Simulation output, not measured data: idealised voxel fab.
Process module name: voxel self aligned contacts
280 nm wide, 5 nm square cells: that's cross-section cut.
Format of a cross-section: grid, square cells. Given as bands. Order: top down. Band: one or more rows of cells. In this notation a band is specified by the heights of its top and bottom, in that order and in nm, after which its materials appear from left to right, each paired with its width in nm. The word "edge to edge" attached to a single material means that material fills the band from edge to edge; the word "blank" stands for empty space. Height datum 0, below which the as-received substrate wafer is one material. Lowest band open at the bottom, running downward: "0 down". With a width like "30..40", each row of cells in the band differs from the next by the same amount, the top row carrying the first number and the bottom row the second. The cross-section has no changed cell in any step marked "no change". The label "Enclosed empty spaces" introduces a list of the empty spaces, 8 cells or larger, that have no open way up to the top; each entry in it reads width x height at distance, where the distance is taken from the left edge and all three are stated in nm. Where a step's line continues beyond its settings, the continuation is a remark by the simulator itself on that step. "overlay nm", when on a step's line for a step with a mask, measures how far to the right of its planned place the mask lay; a negative measure means to the left.

# Steps planned for the process
| 1 | RECEIVE [material Si] |
| 2 | CONFORMAL_DEP [material SiO2] [thk nm 5] |
| 3 | DIRECTIONAL_DEP [material polySi] [thk nm 25] |
| 4 | DIRECTIONAL_DEP [material SiN] [thk nm 20] |
| 5 | DIRECTIONAL_DEP [material aC] [thk nm 10] |
| 6 | PATTERN [tone cover] [mask id GATE] [material resist] [width nm 35] [pitch nm 70] [thk nm 25] [overlay nm 0] |
| 7 | DIRECTIONAL_ETCH [etch materials aC] [depth nm 10] |
| 8 | STRIP [etch materials resist] |
| 9 | DIRECTIONAL_ETCH [etch materials SiN] [depth nm 20] |
| 10 | DIRECTIONAL_ETCH [etch materials polySi] [depth nm 25] |
| 11 | STRIP [etch materials aC] |
| 12 | CONFORMAL_DEP [material SiN] [thk nm 5] |
| 13 | DIRECTIONAL_ETCH [etch materials SiN] [depth nm 5] |
| 14 | FILL_DEP [material SiO2] [thk nm 10] |
| 15 | CMP [height nm 55] |
| 16 | DIRECTIONAL_DEP [material aC] [thk nm 10] |
| 17 | PATTERN [tone open] [mask id CONTACT] [material resist] [width nm 55] [pitch nm 70] [thk nm 25] [overlay nm 0] |
| 18 | DIRECTIONAL_ETCH [etch materials aC] [depth nm 10] |
| 19 | STRIP [etch materials resist] |
| 20 | DIRECTIONAL_ETCH [etch materials SiO2] [depth nm 55] |
| 21 | STRIP [etch materials aC] |
| 22 | CONFORMAL_DEP [material TiN] [thk nm 5] |
| 23 | FILL_DEP [material Ru] [thk nm 10] |
| 24 | CMP [height nm 55] |
| 25 | CONFORMAL_DEP [material SiN] [thk nm 5] |

# Incoming wafer in cross-section (state: after step 1)
	0 down | Si edge to edge
	Enclosed empty spaces: none

# Cross-sectional result after module completion. Note: starting condition and plan are unchanged from above; one processing mistake was made
	60 to 55 | SiN edge to edge
	55 to 50 | SiO2 75, then TiN 20, then Ru 15, then TiN 20, then SiO2 15, then TiN 20, then Ru 15, then TiN 20, then SiO2 80
	50 to 30 | SiO2 45, then SiN 45, then TiN 5, then Ru 15, then TiN 5, then SiN 45, then TiN 5, then Ru 15, then TiN 5, then SiN 45, then SiO2 50
	30 to 15 | SiO2 45, then SiN 5, then polySi 35, then SiN 5, then TiN 5, then Ru 15, then TiN 5, then SiN 5, then polySi 35, then SiN 5, then TiN 5, then Ru 15, then TiN 5, then SiN 5, then polySi 35, then SiN 5, then SiO2 50
	15 to 10 | SiO2 45, then SiN 5, then polySi 35, then SiN 5, then TiN 25, then SiN 5, then polySi 35, then SiN 5, then TiN 25, then SiN 5, then polySi 35, then SiN 5, then SiO2 50
	10 to 5 | SiN 50, then polySi 35, then SiN 35, then polySi 35, then SiN 35, then polySi 35, then SiN 55
	5 to 0 | SiO2 edge to edge
	0 down | Si edge to edge
	Enclosed empty spaces: none
Want to know what went wrong? it was found that steps 12 and 13 of the process plan had been performed in exchanged positions
